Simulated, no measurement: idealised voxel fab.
Process module under the name voxel trench capacitor
Square cells of 5 nm make up the cross-section cut, whose width is 225 nm.
Cross-section = grid of square cells, listed top down in bands; band = one or more rows.
This entry defines a band. It first specifies the height of the band's top and the height of its bottom in nm, and then specifies the band's materials from left to right, stating each material with its width in nm. The word "edge to edge" identifies a single material that fills the band from edge to edge, while the word "blank" identifies empty space.
Below 0: as-received wafer, all one material; heights counted from there. Lowest band: no bottom, goes on down, written "z 0 and below".
A two-number width, for instance "30->40", indicates that the width is equal to the first number in the top row of the band and to the second number in the bottom row, and that it changes by a constant amount per row of cells.
You'll sometimes find "remained the same" written for a step, and that's the way of saying that nowhere in the cross-section did a cell change during that step.
"Voids, fully enclosed": sealed empty spaces, 8 cells or more, no open way to top, listed width x height at distance, with distance from the left edge and width, height and distance in nm.
What comes after the settings on a step's line is commentary from the simulator itself on that step.
Each step line may optionally specify "overlay nm", which for a step with a mask gives the rightward distance between the mask's planned place and where it lay, a negative value indicating the leftward direction.
[plan]
1: RECEIVE | material Si
2: CONFORMAL_DEP | material SiN | thk nm 5
3: PATTERN | tone open | mask id TRENCH | material resist | width nm 25 | pitch nm 45 | thk nm 15 | overlay nm 0
4: DIRECTIONAL_ETCH | etch materials SiN | depth nm 5
5: DIRECTIONAL_ETCH | etch materials Si | depth nm 40
6: STRIP | etch materials resist
7: CONFORMAL_DEP | material Al2O3 | thk nm 5
8: FILL_DEP | material polySi | thk nm 5
9: CMP | height nm 5
[As received (post step 1): cross-section]
- z 0 and below = Si edge to edge
- Voids, fully enclosed: none
[End-of-module cross-section. Starting structure and process plan as above; one mistake made in running it]
- z 5 to 0 = 25 of polySi | 5 of Al2O3 | 25 of SiN | 5 of Al2O3 | 10 of polySi | 5 of Al2O3 | 25 of SiN | 5 of Al2O3 | 10 of polySi | 5 of Al2O3 | 25 of SiN | 5 of Al2O3 | 10 of polySi | 5 of Al2O3 | 25 of SiN | 5 of Al2O3 | 30 of polySi
- z 0 to -35 = 25 of polySi | 5 of Al2O3 | 25 of Si | 5 of Al2O3 | 10 of polySi | 5 of Al2O3 | 25 of Si | 5 of Al2O3 | 10 of polySi | 5 of Al2O3 | 25 of Si | 5 of Al2O3 | 10 of polySi | 5 of Al2O3 | 25 of Si | 5 of Al2O3 | 30 of polySi
- z -35 to -40 = 30 of Al2O3 | 25 of Si | 20 of Al2O3 | 25 of Si | 20 of Al2O3 | 25 of Si | 20 of Al2O3 | 25 of Si | 35 of Al2O3
- z -40 and below = Si edge to edge
- Voids, fully enclosed: none
Short version of what went wrong: it should be noted that step 3 was executed with settings other than those planned, the operation and settings actually applied being PATTERN | tone cover | mask id TRENCH | material resist | width nm 25 | pitch nm 45 | thk nm 15 | overlay nm 0
